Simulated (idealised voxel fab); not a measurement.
Module name: voxel capacitor over wiring (process module)
Cross-section cut spans 220 nm and uses square cells 5 nm in size.
Cross-section layout: square cells on a grid; listed as bands, top to bottom; a band spans one or more cell rows. Within each band entry, the heights of the top and of the bottom of the band appear first, in that order and in nm; the materials of the band then follow from left to right, each with its corresponding width in nm. The designation "edge to edge" on a single material indicates that it fills the band from edge to edge; the designation "empty" indicates empty space. Measure heights from 0. That's the level where, below it, the as-received wafer is all one material. The lowest band is bottomless and extends downward; write it as in "top 0, no bottom". Graded width ("30 to 40"): value in top row of band = first number; value in bottom row = second number; row-to-row change constant. Reading "no change occurred" for a step: not a cell of the cross-section changed in it. You'll see "Sealed internal voids" listing empty spaces that have no way open to the top, as long as they're 8 cells or more; the notation is width x height at distance, where the distance is from the left edge, and all of it is in nm. Post-settings text on a step line: simulator's own remark regarding the step. "overlay nm" denotes, for a step that has a mask, the displacement of the mask to the right of its planned place, with negative values corresponding to the left.
So here's the lineup of process steps we planned
1. RECEIVE (material Si)
2. CONFORMAL_DEP (material SiO2; thk nm 10)
3. CONFORMAL_DEP (material SiN; thk nm 5)
4. DIRECTIONAL_DEP (material lowk; thk nm 15)
5. PATTERN (tone open; mask id METAL_1; material resist; width nm 20; pitch nm 70; thk nm 15; overlay nm 0)
6. DIRECTIONAL_ETCH (etch materials lowk; depth nm 15)
7. DIRECTIONAL_ETCH (etch materials SiN; depth nm 5)
8. STRIP (etch materials resist)
9. CONFORMAL_DEP (material TiN; thk nm 5)
10. FILL_DEP (material Cu; thk nm 10)
11. CMP (height nm 30)
12. CONFORMAL_DEP (material SiCN; thk nm 5)
13. DIRECTIONAL_DEP (material lowk; thk nm 20)
14. DIRECTIONAL_DEP (material aC; thk nm 10)
15. PATTERN (tone open; mask id PLUG_1; material resist; width nm 15; thk nm 30; overlay nm 0)
16. DIRECTIONAL_ETCH (etch materials aC; depth nm 10)
17. STRIP (etch materials resist)
18. DIRECTIONAL_ETCH (etch materials lowk; depth nm 20)
19. DIRECTIONAL_ETCH (etch materials SiCN; depth nm 5)
20. STRIP (etch materials aC)
21. EPI (material Ru; thk nm 10)
22. EPI (material Ru; thk nm 10)
23. EPI (material Ru; thk nm 5)
24. DIRECTIONAL_DEP (material TiN; thk nm 10)
25. DIRECTIONAL_DEP (material SiN; thk nm 5)
26. DIRECTIONAL_DEP (material TiN; thk nm 10)
27. PATTERN (tone cover; mask id UPPER_PLATE; material resist; width nm 55; thk nm 15; overlay nm 0)
28. DIRECTIONAL_ETCH (etch materials TiN; depth nm 10)
29. DIRECTIONAL_ETCH (etch materials SiN; depth nm 5)
30. STRIP (etch materials resist)
31. MASKED_ETCH (tone cover; mask id LOWER_PLATE; width nm 65; etch materials TiN; depth nm 10; overlay nm 0)
32. FILL_DEP (material SiO2; thk nm 15)
33. CMP (height nm 90)
34. DIRECTIONAL_DEP (material aC; thk nm 15)
35. PATTERN (tone open; mask id PLUG_2; material resist; width nm 15; thk nm 30; overlay nm 0)
36. DIRECTIONAL_ETCH (etch materials aC; depth nm 15)
37. STRIP (etch materials resist)
38. DIRECTIONAL_ETCH (etch materials SiO2; depth nm 10)
39. STRIP (etch materials aC)
40. CONFORMAL_DEP (material TiN; thk nm 5)
41. FILL_DEP (material Cu; thk nm 5)
42. CMP (height nm 90)
43. CONFORMAL_DEP (material SiCN; thk nm 5)
The cross-section here shows the wafer as received, i.e. in its state after step 1
> top 0, no bottom  Si edge to edge
> Sealed internal voids: none
Here's the cross-section of the first of our two wafers at the end of the module - it ran as planned
> top 95, bottom 90  SiCN edge to edge
> top 90, bottom 85  SiO2 80 nm; TiN 5 nm; Cu 5 nm; TiN 5 nm; SiO2 125 nm
> top 85, bottom 80  SiO2 80 nm; TiN 15 nm; SiO2 125 nm
> top 80, bottom 70  SiO2 70 nm; TiN 55 nm; SiO2 95 nm
> top 70, bottom 65  SiO2 70 nm; SiN 55 nm; SiO2 95 nm
> top 65, bottom 55  SiO2 65 nm; TiN 65 nm; SiO2 90 nm
> top 55, bottom 35  lowk 70 nm; Ru 15 nm; lowk 135 nm
> top 35, bottom 30  SiCN 70 nm; Ru 15 nm; SiCN 135 nm
> top 30, bottom 15  lowk 65 nm; TiN 5 nm; Cu 10 nm; TiN 5 nm; lowk 50 nm; TiN 5 nm; Cu 10 nm; TiN 5 nm; lowk 65 nm
> top 15, bottom 10  SiN 65 nm; TiN 20 nm; SiN 50 nm; TiN 20 nm; SiN 65 nm
> top 10, bottom 0  SiO2 edge to edge
> top 0, no bottom  Si edge to edge
> Sealed internal voids: none
Cross-section at end of module for the second wafer of two, which matched the first in starting point and plan and differed by one mistake in its processing
> top 95, bottom 90  SiCN edge to edge
> top 90, bottom 85  SiO2 80 nm; TiN 5 nm; SiN 40 nm; SiO2 95 nm
> top 85, bottom 80  SiO2 65 nm; TiN 5 nm; SiO2 10 nm; TiN 50 nm; SiO2 90 nm
> top 80, bottom 75  SiO2 65 nm; TiN 65 nm; SiO2 90 nm
> top 75, bottom 70  lowk 70 nm; TiN 15 nm; lowk 135 nm
> top 70, bottom 65  lowk 70 nm; SiN 15 nm; lowk 135 nm
> top 65, bottom 55  lowk 70 nm; TiN 15 nm; lowk 135 nm
> top 55, bottom 35  lowk edge to edge
> top 35, bottom 30  SiCN edge to edge
> top 30, bottom 15  lowk 65 nm; TiN 5 nm; Cu 10 nm; TiN 5 nm; lowk 50 nm; TiN 5 nm; Cu 10 nm; TiN 5 nm; lowk 65 nm
> top 15, bottom 10  SiN 65 nm; TiN 20 nm; SiN 50 nm; TiN 20 nm; SiN 65 nm
> top 10, bottom 0  SiO2 edge to edge
> top 0, no bottom  Si edge to edge
> Sealed internal voids: none
Diagnosis: plan step 13 ran twice
Materials where the second wafer ends with more or fewer cells than the first: Cu: 1 fewer, Ru: 15 fewer, SiCN: 3 more, SiO2: 144 fewer, TiN: 19 fewer, lowk: 176 more
